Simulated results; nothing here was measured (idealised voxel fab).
process module | voxel transistor to metal
cross-section cut | 200 nm wide | cells 5 nm
A cross-section is a grid of square cells, given in bands from the top down. A band is one or more rows of cells.
Each band's line starts with the height of the band's top and of its bottom, in nm. Then come its materials from left to right, each with its width in nm. One material with "throughout" fills the band from edge to edge. "air" is empty space.
Height 0 is the level under which the wafer as received is all one material. The lowest band goes on downwards, as in "0 down".
A width such as "30 to 40" changes by the same amount from each row of cells to the next, from the band's top row to its bottom row.
"no change" after a step means that no cell of the cross-section changed.
closed voids: empty space of 8 cells or more with no open way to the top, each as width x height at its distance from the left edge, in nm
after a step's settings: what the simulator itself notes on the step
overlay nm, on a step with a mask: how far to the right of its planned place the mask lay; to the left if negative
plan
1 op RECEIVE | material Si
2 op OXIDIZE | depth nm 5
3 op CONFORMAL_DEP | material SiN | thk nm 15
4 op MASKED_ETCH | tone cover | mask id ACTIVE | width nm 105 | etch materials SiN | depth nm 15 | overlay nm 0
5 op MASKED_ETCH | tone cover | mask id ACTIVE | width nm 105 | etch materials SiO2 | depth nm 5 | overlay nm 0
6 op MASKED_ETCH | tone cover | mask id ACTIVE | width nm 105 | etch materials Si | depth nm 25 | overlay nm 0
7 op FILL_DEP | material SiO2 | thk nm 5
8 op CMP | height nm 15
9 op SELECTIVE_ETCH | etch materials SiO2 | depth nm 15
10 op STRIP | etch materials SiN
11 op SELECTIVE_ETCH | etch materials SiO2 | depth nm 5
12 op OXIDIZE | depth nm 5
13 op DIRECTIONAL_DEP | material polySi | thk nm 20
14 op DIRECTIONAL_DEP | material SiCN | thk nm 15
15 op PATTERN | tone cover | mask id GATE | material resist | width nm 25 | thk nm 15 | overlay nm 0
16 op DIRECTIONAL_ETCH | etch materials SiCN | depth nm 25
17 op DIRECTIONAL_ETCH | etch materials polySi | depth nm 30
18 op STRIP | etch materials resist
19 op CONFORMAL_DEP | material SiN | thk nm 10
20 op DIRECTIONAL_ETCH | etch materials SiN | depth nm 10
21 op DIRECTIONAL_ETCH | etch materials SiO2 | depth nm 5
22 op DIRECTIONAL_ETCH | etch materials Si | depth nm 5
23 op EPI | material pSi | thk nm 5
24 op FILL_DEP | material SiO2 | thk nm 5
25 op CMP | height nm 15
26 op STRIP | etch materials polySi
27 op SELECTIVE_ETCH | etch materials SiO2 | depth nm 5
28 op CONFORMAL_DEP | material HfO2 | thk nm 5
29 op CONFORMAL_DEP | material TiN | thk nm 5
30 op FILL_DEP | material W | thk nm 10
31 op CMP | height nm 10
32 op DIRECTIONAL_DEP | material SiO2 | thk nm 15
33 op MASKED_ETCH | tone open | mask id CONTACT | width nm 15 | pitch nm 80 | etch materials SiO2 | depth nm 35 | overlay nm 0
34 op CONFORMAL_DEP | material TiN | thk nm 5
35 op FILL_DEP | material W | thk nm 10
36 op CMP | height nm 25
37 op CONFORMAL_DEP | material SiN | thk nm 5
38 op DIRECTIONAL_DEP | material lowk | thk nm 25
39 op DIRECTIONAL_DEP | material aC | thk nm 10
40 op PATTERN | tone open | mask id METAL_1 | material resist | width nm 15 | pitch nm 80 | thk nm 30 | overlay nm 0
41 op DIRECTIONAL_ETCH | etch materials aC | depth nm 10
42 op STRIP | etch materials resist
43 op DIRECTIONAL_ETCH | etch materials lowk | depth nm 25
44 op DIRECTIONAL_ETCH | etch materials SiN | depth nm 5
45 op STRIP | etch materials aC
46 op CONFORMAL_DEP | material TiN | thk nm 5
47 op FILL_DEP | material Ru | thk nm 5
48 op CMP | height nm 55
49 op CONFORMAL_DEP | material SiN | thk nm 5
as received, after step 1
  0 down: Si throughout
  closed voids: none
first wafer at the end, as planned
  60 to 55: SiN throughout
  55 to 30: lowk 50 | TiN 5 | Ru 5 | TiN 5 | lowk 65 | TiN 5 | Ru 5 | TiN 5 | lowk 55
  30 to 25: SiN 50 | TiN 15 | SiN 65 | TiN 15 | SiN 55
  25 to 10: SiO2 50 | TiN 5 | W 5 | TiN 5 | SiO2 65 | TiN 5 | W 5 | TiN 5 | SiO2 55
  10 to 0: SiO2 50 | TiN 5 | W 5 | TiN 5 | SiO2 10 | SiN 10 | HfO2 5 | TiN 5 | W 5 | TiN 5 | HfO2 5 | SiN 10 | SiO2 10 | TiN 5 | W 5 | TiN 5 | SiO2 55
  0 to -5: SiO2 50 | TiN 5 | W 5 | TiN 5 | SiO2 10 | SiN 10 | HfO2 5 | TiN 15 | HfO2 5 | SiN 10 | SiO2 10 | TiN 5 | W 5 | TiN 5 | SiO2 55
  -5 to -10: SiO2 50 | TiN 15 | SiO2 5 | pSi 5 | SiO2 5 | HfO2 35 | SiO2 5 | pSi 5 | SiO2 5 | TiN 15 | SiO2 55
  -10 to -15: SiO2 45 | pSi 30 | Si 45 | pSi 30 | SiO2 50
  -15 to -30: SiO2 45 | Si 105 | SiO2 50
  -30 down: Si throughout
  closed voids: none
second wafer at the end: like start, like plan, one mistake
  60 to 55: SiN throughout
  55 to 30: lowk 50 | TiN 5 | Ru 5 | TiN 5 | lowk 65 | TiN 5 | Ru 5 | TiN 5 | lowk 55
  30 to 25: SiN 50 | TiN 15 | SiN 65 | TiN 15 | SiN 55
  25 to 15: W 45 | TiN 5 | SiO2 15 | TiN 5 | W 55 | TiN 5 | SiO2 15 | TiN 5 | W 50
  15 to 10: W 45 | TiN 5 | SiO2 15 | TiN 65 | SiO2 15 | TiN 5 | W 50
  10 to 0: W 45 | TiN 5 | SiO2 15 | TiN 10 | SiN 10 | HfO2 5 | TiN 5 | W 5 | TiN 5 | HfO2 5 | SiN 10 | TiN 10 | SiO2 15 | TiN 5 | W 50
  0 to -5: W 45 | TiN 5 | SiO2 15 | TiN 10 | SiN 10 | HfO2 5 | TiN 15 | HfO2 5 | SiN 10 | TiN 10 | SiO2 15 | TiN 5 | W 50
  -5 to -10: TiN 50 | SiO2 15 | TiN 5 | pSi 5 | SiO2 5 | HfO2 35 | SiO2 5 | pSi 5 | TiN 5 | SiO2 15 | TiN 55
  -10 to -15: SiO2 45 | pSi 30 | Si 45 | pSi 30 | SiO2 50
  -15 to -30: SiO2 45 | Si 105 | SiO2 50
  -30 down: Si throughout
  closed voids: none
what went wrong: step 33 ran as: op MASKED_ETCH | tone cover | mask id CONTACT | width nm 15 | pitch nm 80 | etch materials SiO2 | depth nm 35 | overlay nm 0
at the end the second wafer has, in cells: 158 fewer of SiO2 | 34 more of TiN | 124 more of W
